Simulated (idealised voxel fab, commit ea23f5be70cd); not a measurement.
The following process module bears the name voxel air gaps.
In the cross-section labelled cut, the width is 165 nm and each square cell is 5 nm.
A cross-section in this document is a grid of square cells, and it is written down as bands, the top band listed before the ones below it; a band is made up of one or more rows of cells.
Each band's line starts with the height of the band's top and of its bottom, in nm. Then come its materials from left to right, each with its width in nm. One material with "all across" fills the band from edge to edge. "empty" is empty space.
Convention: height 0 is the level below which the wafer, as received, is all one material. The lowest band does not terminate at the bottom but continues downward, represented as "0 down".
The two numbers in a width such as "30 to 40" mark its ends across the band: the first belongs to the top row of cells, the second to the bottom row, and from each row to the next the width moves by the same amount.
Take "no alteration" at face value: in the step it is given for, the cross-section changed in none of its cells.
"Fully enclosed voids" - sealed voids, min. 8 cells, no opening to top; format: width x height at distance (distance from left edge; nm throughout).
Past the settings on a step's line: simulator remark, on that step.
If you see "overlay nm" on a step's line and that step has a mask, it's telling you how far right of where it was planned the mask ended up; a negative number means it went left instead.

Process steps foreseen in the plan:
1: op RECEIVE | material Si
2: op CONFORMAL_DEP | material SiO2 | thk nm 10
3: op CONFORMAL_DEP | material SiN | thk nm 5
4: op DIRECTIONAL_DEP | material lowk | thk nm 35
5: op PATTERN | tone open | mask id LINES | material resist | width nm 15 | pitch nm 45 | thk nm 20 | overlay nm -15
6: op DIRECTIONAL_ETCH | etch materials lowk | depth nm 35
7: op STRIP | etch materials resist
8: op CONFORMAL_DEP | material TiN | thk nm 5
9: op FILL_DEP | material Ru | thk nm 5
10: op CMP | height nm 50
11: op EPI | material Ru | thk nm 10
12: op SELECTIVE_ETCH | etch materials lowk | depth nm 45
13: op CONFORMAL_DEP | material SiCN | thk nm 5
Across this set of wafers, the varied parameter is the overlay nm of step 5. Starting conditions are identical for every wafer, and the plan reports the value assigned to the first wafer.

Cross-section of the first of several received wafers, showing its state after step 1:
* 0 down  Si all across
* Fully enclosed voids: none

Each row below is a wafer at the end of the module, listing for every material the number of cells it has gained (+) or lost (-) since it was received, followed by its closed voids:
overlay nm -15; +60 Ru; +111 SiCN; +33 SiN; +66 SiO2; +45 TiN; Fully enclosed voids: 10 x 25 at 0; 20 x 25 at 35; 20 x 25 at 80
overlay nm -10; +60 Ru; +111 SiCN; +33 SiN; +66 SiO2; +45 TiN; Fully enclosed voids: 20 x 25 at 40; 20 x 25 at 85
overlay nm -5; +60 Ru; +111 SiCN; +33 SiN; +66 SiO2; +45 TiN; Fully enclosed voids: 20 x 25 at 45; 20 x 25 at 90
overlay nm 0; +60 Ru; +111 SiCN; +33 SiN; +66 SiO2; +45 TiN; Fully enclosed voids: 20 x 25 at 50; 20 x 25 at 95
overlay nm 5; +60 Ru; +111 SiCN; +33 SiN; +66 SiO2; +45 TiN; Fully enclosed voids: 20 x 25 at 55; 20 x 25 at 100
overlay nm 10; +60 Ru; +111 SiCN; +33 SiN; +66 SiO2; +45 TiN; Fully enclosed voids: 20 x 25 at 60; 20 x 25 at 105
overlay nm 15; +60 Ru; +111 SiCN; +33 SiN; +66 SiO2; +45 TiN; Fully enclosed voids: 20 x 25 at 65; 20 x 25 at 110; 10 x 25 at 155
